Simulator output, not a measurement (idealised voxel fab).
Title: Process Module voxel gate over fins
Each square cell in cross-section cut measures 5 nm, and the section as a whole is 215 nm wide.
Each cross-section below is a grid of square cells, stated as bands in top-down order, with one or more rows of cells making up each band. Look at the band entry: it leads with the top's height and the bottom's height in nm. Then it lists the materials left to right, with a width in nm for each. The word "everywhere" on a single material says that material fills the band edge to edge. The word "blank" is empty space. Height is counted from the level 0, under which the received wafer is composed throughout of one material. The lowest of the bands is not closed at the bottom but continues downward, in the notation "0 nm and below". Graded width ("30 to 40"): value in top row of band = first number; value in bottom row = second number; row-to-row change constant. Basically "no alteration" means that step didn't change any cell in the cross-section. What "Enclosed empty spaces" gives you is every empty space of 8 cells or more that is cut off from the top. Each appears as width x height at distance, with the distance taken from the left edge and width, height and distance all in nm. That trailing text on a step's line, after the settings, is the simulator's own remark on the step. Each step line may optionally specify "overlay nm", which for a step with a mask gives the rightward distance between the mask's planned place and where it lay, a negative value indicating the leftward direction.
### These are the steps we planned for the process
1: RECEIVE (material Si)
2: CONFORMAL_DEP (material SiN; thk nm 10)
3: DIRECTIONAL_DEP (material aC; thk nm 10)
4: PATTERN (tone cover; mask id FINS; material resist; width nm 15; pitch nm 35; thk nm 30; overlay nm 0)
5: DIRECTIONAL_ETCH (etch materials aC; depth nm 10)
6: STRIP (etch materials resist)
7: DIRECTIONAL_ETCH (etch materials SiN; depth nm 10)
8: DIRECTIONAL_ETCH (etch materials Si; depth nm 35)
9: STRIP (etch materials aC)
10: FILL_DEP (material SiO2; thk nm 15)
11: CMP (height nm 10)
12: SELECTIVE_ETCH (etch materials SiO2; depth nm 20)
13: STRIP (etch materials SiN)
14: CONFORMAL_DEP (material HfO2; thk nm 5)
15: CONFORMAL_DEP (material TiN; thk nm 5)
16: CONFORMAL_DEP (material TiAl; thk nm 5)
17: CONFORMAL_DEP (material TiN; thk nm 5)
18: FILL_DEP (material W; thk nm 10)
19: CMP (height nm 25)
20: CONFORMAL_DEP (material SiN; thk nm 10)
### So this is the incoming wafer in cross-section - it's already been through step 1
  0 nm and below: Si everywhere
  Enclosed empty spaces: none
### The following cross-section depicts the wafer upon conclusion of the module. Processing commenced from the starting condition illustrated above and adhered to the plan illustrated above, save for one mistake in execution
  40 nm to 25 nm: SiN everywhere
  25 nm to 20 nm: W everywhere
  20 nm to 15 nm: W=60  TiN=90  W=65
  15 nm to 10 nm: W=60  TiN=5  TiAl=80  TiN=5  W=65
  10 nm to 5 nm: TiN=65  TiAl=5  TiN=70  TiAl=5  TiN=70
  5 nm to 0 nm: TiAl=70  TiN=5  HfO2=25  TiN=10  HfO2=25  TiN=5  TiAl=75
  0 nm to -5 nm: TiN=75  HfO2=5  Si=15  HfO2=5  TiN=10  HfO2=5  Si=15  HfO2=5  TiN=80
  -5 nm to -10 nm: HfO2=80  Si=15  HfO2=20  Si=15  HfO2=85
  -10 nm to -35 nm: SiO2=80  Si=15  SiO2=20  Si=15  SiO2=85
  -35 nm and below: Si everywhere
  Enclosed empty spaces: none
Deviation from plan: step 20 ran with different settings than intended, the actual operation and settings being CONFORMAL_DEP (material SiN; thk nm 15)
